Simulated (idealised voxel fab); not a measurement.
Documented hereafter: the process module known as voxel local oxidation.
In the cross-section labelled cut, the width is 165 nm and each square cell is 5 nm.
Cross-section = grid of square cells, listed top down in bands; band = one or more rows. Basically the band line says how high the top is and how high the bottom is, in nm, and then what's in it from left to right, every material with its width in nm. Empty space shows up as "empty", and if a single material carries "edge to edge" it runs the full band edge to edge. Note: height 0 marks the level under which the wafer is uniformly one material as received. Lowest band unbounded below, written "top 0, no bottom". Width "30->40": first value at the band's top row of cells, second value at its bottom row, equal change from row to row. Given "no alterations made" for a step, no cell of the cross-section differs between before and after that step. "Enclosed void list" lists enclosed empty spaces (at least 8 cells, no open path upward to the top), each as width x height at distance from the left edge, in nm. Post-settings text on a step line: simulator's own remark regarding the step. overlay nm: on a step with a mask, how far right of its planned place the mask lay; negative means left.

The planned process steps are enumerated hereunder
1) RECEIVE (material Si)
2) OXIDIZE (depth nm 5)
3) CONFORMAL_DEP (material SiN; thk nm 10)
4) MASKED_ETCH (tone cover; mask id ACTIVE; width nm 110; etch materials SiN; depth nm 10; overlay nm 0)
5) SELECTIVE_ETCH (etch materials SiO2; depth nm 5)
6) OXIDIZE (depth nm 15)
7) STRIP (etch materials SiN)

Delivered wafer in cross-section: state after step 1
	top 0, no bottom: Si edge to edge
	Enclosed void list: none

Here's the cross-section of the first of our two wafers at the end of the module - it ran as planned
	top 0, bottom -5: 30 empty, then 100 SiO2, then 35 empty
	top -5, bottom -20: 45 SiO2, then 70 Si, then 50 SiO2
	top -20, no bottom: Si edge to edge
	Enclosed void list: none

Second wafer cross-section at end of module - shared start and plan with the first, one mistake in the run
	top 0, bottom -5: 20 SiO2, then 120 empty, then 25 SiO2
	top -5, bottom -20: 5 Si, then 150 SiO2, then 10 Si
	top -20, no bottom: Si edge to edge
	Enclosed void list: none
The plan and the run diverged here: it should be noted that step 4 was executed with settings other than those planned, the operation and settings actually applied being MASKED_ETCH (tone open; mask id ACTIVE; width nm 110; etch materials SiN; depth nm 10; overlay nm 0)
Materials where the second wafer ends with more or fewer cells than the first: -33 Si | +22 SiO2
